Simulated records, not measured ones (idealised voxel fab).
Process module, titled voxel self aligned contacts
280 nm wide, 5 nm square cells: that's cross-section cut.
Cross-section format: a grid of square cells, given as bands from top to bottom; each band is one or more rows of cells.
Heads up on the band format: heights come first, top then bottom, in nm. After that it's the materials left to right, each with its width in nm. A single material flagged "all across" fills the whole band edge to edge, and "air" means there's empty space there.
It should be noted that heights are counted from 0, beneath which the wafer as supplied is of one material throughout, and that the lowest band possesses no lower boundary but continues downward, as written in "0 -> down".
Note: "30..40" means the width goes from the first number (top row of the band) to the second number (bottom row) in equal steps per row of cells.
Key: "changes: none" - step with no changed cell in the cross-section.
Entry "Closed internal voids". Content: empty spaces with no open connection to the top, size 8 cells or greater. Each: width x height at distance. Distance: from left edge. Unit: nm.
That trailing text on a step's line, after the settings, is the simulator's own remark on the step.
"overlay nm" answers the question of how far to the right of plan the mask lay on a step that has a mask, and when it is negative the answer is to the left.
Planned process steps:
1. RECEIVE: material Si
2. CONFORMAL_DEP: material SiO2, thk nm 5
3. DIRECTIONAL_DEP: material polySi, thk nm 30
4. DIRECTIONAL_DEP: material SiN, thk nm 15
5. DIRECTIONAL_DEP: material aC, thk nm 10
6. PATTERN: tone cover, mask id GATE, material resist, width nm 30, pitch nm 60, thk nm 25, overlay nm 0
7. DIRECTIONAL_ETCH: etch materials aC, depth nm 10
8. STRIP: etch materials resist
9. DIRECTIONAL_ETCH: etch materials SiN, depth nm 15
10. DIRECTIONAL_ETCH: etch materials polySi, depth nm 30
11. STRIP: etch materials aC
12. CONFORMAL_DEP: material SiN, thk nm 5
13. DIRECTIONAL_ETCH: etch materials SiN, depth nm 5
14. FILL_DEP: material SiO2, thk nm 15
15. CMP: height nm 60
16. MASKED_ETCH: tone open, mask id CONTACT, width nm 40, etch materials SiO2, depth nm 60, overlay nm 0
17. CONFORMAL_DEP: material TiN, thk nm 5
18. FILL_DEP: material W, thk nm 10
19. CMP: height nm 60
20. CONFORMAL_DEP: material SiCN, thk nm 5
Cross-section of the wafer upon arrival, representing the state reached after step 1:
* 0 -> down | Si all across
* Closed internal voids: none
Cross-section at module end, one run error; start and plan unchanged from above:
* 75 -> 70 | SiCN all across
* 70 -> 65 | W all across
* 65 -> 60 | TiN (125) / W (30) / TiN (125)
* 60 -> 50 | SiO2 (120) / TiN (5..15) / W (30..10) / TiN (5..15) / SiO2 (120)
* 50 -> 35 | SiO2 (90) / SiN (40) / TiN (5) / W (10) / TiN (5) / SiN (40) / SiO2 (90)
* 35 -> 5 | SiO2 (90) / SiN (5) / polySi (30) / SiN (5) / TiN (5) / W (10) / TiN (5) / SiN (5) / polySi (30) / SiN (5) / SiO2 (90)
* 5 -> 0 | SiO2 (130) / TiN (20) / SiO2 (130)
* 0 -> down | Si all across
* Closed internal voids: none
Finding, execution versus plan: it should be noted that step 19 was executed with settings other than those planned, the operation and settings actually applied being CMP: height nm 70
